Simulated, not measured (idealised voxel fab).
The document below concerns the process module designated voxel capacitor over wiring.
Xsec cut, 300 nm wide, square cell size 5 nm.
Cross-section spec: square-cell grid; bands listed top down; each band is one or more rows. It is stipulated that each band's entry specify, in nanometres, the height of the top of the band and then that of its bottom, followed by the materials of the band in left-to-right sequence, each together with its width in nanometres. A single material marked by the word "edge to edge" is understood to fill the band from edge to edge; the word "air" is understood to denote empty space. A quick word on heights: they are counted from 0, and under that level the wafer as it came to us is one material throughout. The lowest band is different from the rest in having no bottom; it simply continues downward, written as in "0 down". Per-row width for "30->40": begins at first number (top row of band), ends at second number (bottom row), increment between rows held constant. For the purposes of this document, the phrase "changes: none" attached to a step denotes that no cell within the cross-section was modified by that step. Any empty space of 8 cells or more lacking an open way to the top shows up in "Closed void inventory" as width x height at distance, distance from the left edge, in nm. Post-settings text on a step line: simulator's own remark regarding the step. "overlay nm" on a masked step: distance the mask lay right of its planned place, negative for left.

-- Intended process steps
1,RECEIVE (material Si)
2,CONFORMAL_DEP (material SiO2; thk nm 10)
3,CONFORMAL_DEP (material SiN; thk nm 5)
4,DIRECTIONAL_DEP (material SiO2; thk nm 15)
5,PATTERN (tone open; mask id METAL_1; material resist; width nm 25; pitch nm 90; thk nm 20; overlay nm 0)
6,DIRECTIONAL_ETCH (etch materials SiO2; depth nm 15)
7,DIRECTIONAL_ETCH (etch materials SiN; depth nm 5)
8,STRIP (etch materials resist)
9,CONFORMAL_DEP (material TiN; thk nm 5)
10,FILL_DEP (material Cu; thk nm 5)
11,CMP (height nm 30)
12,CONFORMAL_DEP (material SiCN; thk nm 5)
13,DIRECTIONAL_DEP (material lowk; thk nm 10)
14,MASKED_ETCH (tone open; mask id PLUG_1; width nm 15; etch materials lowk; depth nm 10; overlay nm 0)
15,MASKED_ETCH (tone open; mask id PLUG_1; width nm 15; etch materials SiCN; depth nm 5; overlay nm 0)
16,EPI (material Ru; thk nm 10)
17,EPI (material Ru; thk nm 5)
18,DIRECTIONAL_DEP (material TiN; thk nm 5)
19,DIRECTIONAL_DEP (material HfO2; thk nm 5)
20,DIRECTIONAL_DEP (material TiN; thk nm 5)
21,PATTERN (tone cover; mask id UPPER_PLATE; material resist; width nm 70; thk nm 15; overlay nm 0)
22,DIRECTIONAL_ETCH (etch materials TiN; depth nm 5)
23,DIRECTIONAL_ETCH (etch materials HfO2; depth nm 5)
24,STRIP (etch materials resist)
25,MASKED_ETCH (tone cover; mask id LOWER_PLATE; width nm 80; etch materials TiN; depth nm 5; overlay nm 0)
26,FILL_DEP (material SiO2; thk nm 20)
27,CMP (height nm 75)
28,MASKED_ETCH (tone open; mask id PLUG_2; width nm 15; etch materials SiO2; depth nm 15; overlay nm 0)
29,CONFORMAL_DEP (material TiN; thk nm 5)
30,FILL_DEP (material Cu; thk nm 5)
31,CMP (height nm 75)
32,CONFORMAL_DEP (material SiN; thk nm 5)

-- As-received wafer cross-section (after step 1)
- 0 down  Si edge to edge
- Closed void inventory: none

-- The plan above was carried out on the starting structure above with one mistake, and this cross-section shows the wafer at the end of the module
- 80 to 75  SiN edge to edge
- 75 to 65  110->100 SiO2, 15->25 TiN, 175 SiO2
- 65 to 60  100 SiO2, 25 HfO2, 175 SiO2
- 60 to 55  95 SiO2, 75 TiN, 130 SiO2
- 55 to 50  90 SiO2, 35 Ru, 45 HfO2, 130 SiO2
- 50 to 45  90 SiO2, 35 Ru, 50 TiN, 125 SiO2
- 45 to 35  100 lowk, 15 Ru, 185 lowk
- 35 to 30  100 SiCN, 15 Ru, 185 SiCN
- 30 to 15  90 SiO2, 5 TiN, 15 Cu, 5 TiN, 65 SiO2, 5 TiN, 15 Cu, 5 TiN, 95 SiO2
- 15 to 10  90 SiN, 25 TiN, 65 SiN, 25 TiN, 95 SiN
- 10 to 0  SiO2 edge to edge
- 0 down  Si edge to edge
- Closed void inventory: none
In executing the process, a mistake was made relative to the plan: in the plan, step 16 was performed twice
